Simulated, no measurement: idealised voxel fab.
Title: Process Module voxel released beams
Xsec cut, 145 nm wide, square cell size 5 nm.
Cross-section, as written here: a square-cell grid given band by band from the top down, where a band holds one or more rows of cells.
Band entry format. Leading values: height of top, height of bottom, nm. Remainder: materials in left-to-right order, each with its width in nm. Special words: "throughout" on a single material, which then fills the band edge to edge; "blank", empty space.
Heads up on the height convention: 0 is the point under which the incoming wafer is all one material, and the lowest band has no bottom, it just keeps going down, like "0 down".
Think of "30->40" as a width that walks from the first number to the second as you go down the band, top row to bottom row, taking equal-sized steps from row to row.
The designation "changes: none", where it is given for a processing step, indicates that no cell of the cross-section was altered in the course of that step.
"Enclosed void inventory": empty spaces of 8 cells or more with no open way to the top, each given as width x height at distance, distance from the left edge, all in nm.
Step line, after settings: the simulator's comment on this step.
The optional step-line setting "overlay nm" applies to steps with a mask and quantifies how far to the right of its planned location the mask lay, a negative value indicating leftward placement.

The steps planned for the process are as follows:
1: RECEIVE: material Si
2: CONFORMAL_DEP: material Al2O3, thk nm 10
3: DIRECTIONAL_DEP: material SiO2, thk nm 10
4: MASKED_ETCH: tone open, mask id ANCHOR, width nm 40, etch materials SiO2, depth nm 10, overlay nm 0
5: CONFORMAL_DEP: material SiN, thk nm 15
6: MASKED_ETCH: tone cover, mask id BEAM, width nm 85, etch materials SiN, depth nm 15, overlay nm 0
7: STRIP: etch materials SiO2

Cross-section of the incoming wafer, state after step 1:
> 0 down = Si throughout
> Enclosed void inventory: none

Module complete - cross-section of the first of two wafers, run according to plan:
> 35 to 25 = blank 25, SiN 20, blank 10, SiN 55, blank 35
> 25 to 20 = blank 25, SiN 85, blank 35
> 20 to 10 = blank 30, SiN 40, blank 75
> 10 to 0 = Al2O3 throughout
> 0 down = Si throughout
> Enclosed void inventory: none

Cross-section of the latter of the two wafers at module completion. It had an identical start and an identical plan to the former; in running it, one mistake was made:
> 35 to 20 = blank 25, SiN 85, blank 35
> 20 to 10 = Al2O3 throughout
> 10 to 0 = SiO2 throughout
> 0 down = Si throughout
> Enclosed void inventory: none
Deviation noted in wafer processing: the run placed steps 2 and 3 each in the position the plan gave to the other
Final tally in cells, some materials are higher or lower on the second wafer than on the first: SiN: 12 fewer, SiO2: 58 more
